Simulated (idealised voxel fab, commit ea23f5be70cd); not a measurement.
The following is a process module called voxel capacitor over wiring.
Pictured: cross-section cut, 275 nm wide, on a grid of 5 nm square cells.
Just so we're on the same page, the cross-sections are grids of square cells, and they're listed out in bands top to bottom, each band one or more rows deep. Look at the band entry: it leads with the top's height and the bottom's height in nm. Then it lists the materials left to right, with a width in nm for each. The word "full width" on a single material says that material fills the band edge to edge. The word "empty" is empty space. Measure heights from 0. That's the level where, below it, the as-received wafer is all one material. The lowest band is bottomless and extends downward; write it as in "top 0, no bottom". A width given as "30..40" starts at the first number in the band's top row and ends at the second number in its bottom row, shifting by an equal amount at every step from row to row. What does "no alteration" mean for a step? It means no cell of the cross-section changed in that step. Basically, "closed voids" tells you about the enclosed voids: empty spaces with no open way to the top, 8 cells or bigger, each written width x height at distance, where distance is from the left edge, all in nm. Step line, after settings: the simulator's comment on this step. overlay nm: step with mask; distance mask lay right of planned place; negative value = left of planned place.

[Planned process steps]
1) RECEIVE (material Si)
2) CONFORMAL_DEP (material SiO2; thk nm 15)
3) DIRECTIONAL_DEP (material TiN; thk nm 5)
4) DIRECTIONAL_DEP (material Ru; thk nm 20)
5) MASKED_ETCH (tone cover; mask id METAL_1; width nm 20; pitch nm 90; etch materials Ru; depth nm 20; overlay nm 0)
6) MASKED_ETCH (tone cover; mask id METAL_1; width nm 20; pitch nm 90; etch materials TiN; depth nm 5; overlay nm 0)
7) FILL_DEP (material SiO2; thk nm 5)
8) CMP (height nm 40)
9) CONFORMAL_DEP (material SiCN; thk nm 5)
10) DIRECTIONAL_DEP (material lowk; thk nm 20)
11) PATTERN (tone open; mask id PLUG_1; material resist; width nm 15; thk nm 20; overlay nm 0)
12) DIRECTIONAL_ETCH (etch materials lowk; depth nm 20)
13) DIRECTIONAL_ETCH (etch materials SiCN; depth nm 5)
14) STRIP (etch materials resist)
15) CONFORMAL_DEP (material TiN; thk nm 5)
16) FILL_DEP (material Cu; thk nm 10)
17) CMP (height nm 65)
18) DIRECTIONAL_DEP (material TiN; thk nm 10)
19) DIRECTIONAL_DEP (material SiN; thk nm 5)
20) DIRECTIONAL_DEP (material TiN; thk nm 5)
21) MASKED_ETCH (tone cover; mask id UPPER_PLATE; width nm 75; etch materials TiN; depth nm 5; overlay nm 0)
22) MASKED_ETCH (tone cover; mask id UPPER_PLATE; width nm 75; etch materials SiN; depth nm 5; overlay nm 0)
23) MASKED_ETCH (tone cover; mask id LOWER_PLATE; width nm 85; etch materials TiN; depth nm 10; overlay nm 0)
24) FILL_DEP (material SiO2; thk nm 15)
25) CMP (height nm 95)
26) PATTERN (tone open; mask id PLUG_2; material resist; width nm 15; thk nm 20; overlay nm 0)
27) DIRECTIONAL_ETCH (etch materials SiO2; depth nm 10)
28) STRIP (etch materials resist)
29) CONFORMAL_DEP (material TiN; thk nm 5)
30) FILL_DEP (material W; thk nm 5)
31) CMP (height nm 95)
32) CONFORMAL_DEP (material SiCN; thk nm 5)

[Step 1 complete: cross-section of the wafer as received]
top 0, no bottom | Si full width
closed voids: none

[The cross-section shown corresponds to the wafer at the conclusion of the module. The initial structure and the process plan are those presented above; however, one mistake occurred in executing the plan]
top 100, bottom 95 | SiCN full width
top 95, bottom 90 | SiO2 (95), TiN (5), W (5), TiN (5), SiO2 (165)
top 90, bottom 80 | SiO2 (95..85), TiN (15..75), SiO2 (165..115)
top 80, bottom 75 | SiO2 (85), SiN (75), SiO2 (115)
top 75, bottom 65 | SiO2 (80), TiN (85), SiO2 (110)
top 65, bottom 45 | lowk (85), TiN (5), Cu (5), TiN (5), lowk (175)
top 45, bottom 40 | SiCN (85), TiN (15), SiCN (175)
top 40, bottom 25 | SiO2 (80), Ru (20), SiO2 (70), Ru (20), SiO2 (85)
top 25, bottom 20 | SiO2 (80), TiN (20), SiO2 (70), TiN (20), SiO2 (85)
top 20, bottom 0 | SiO2 full width
top 0, no bottom | Si full width
closed voids: none
Misprocessing identified: step 2 did not use the planned setting and instead ran as CONFORMAL_DEP (material SiO2; thk nm 20)
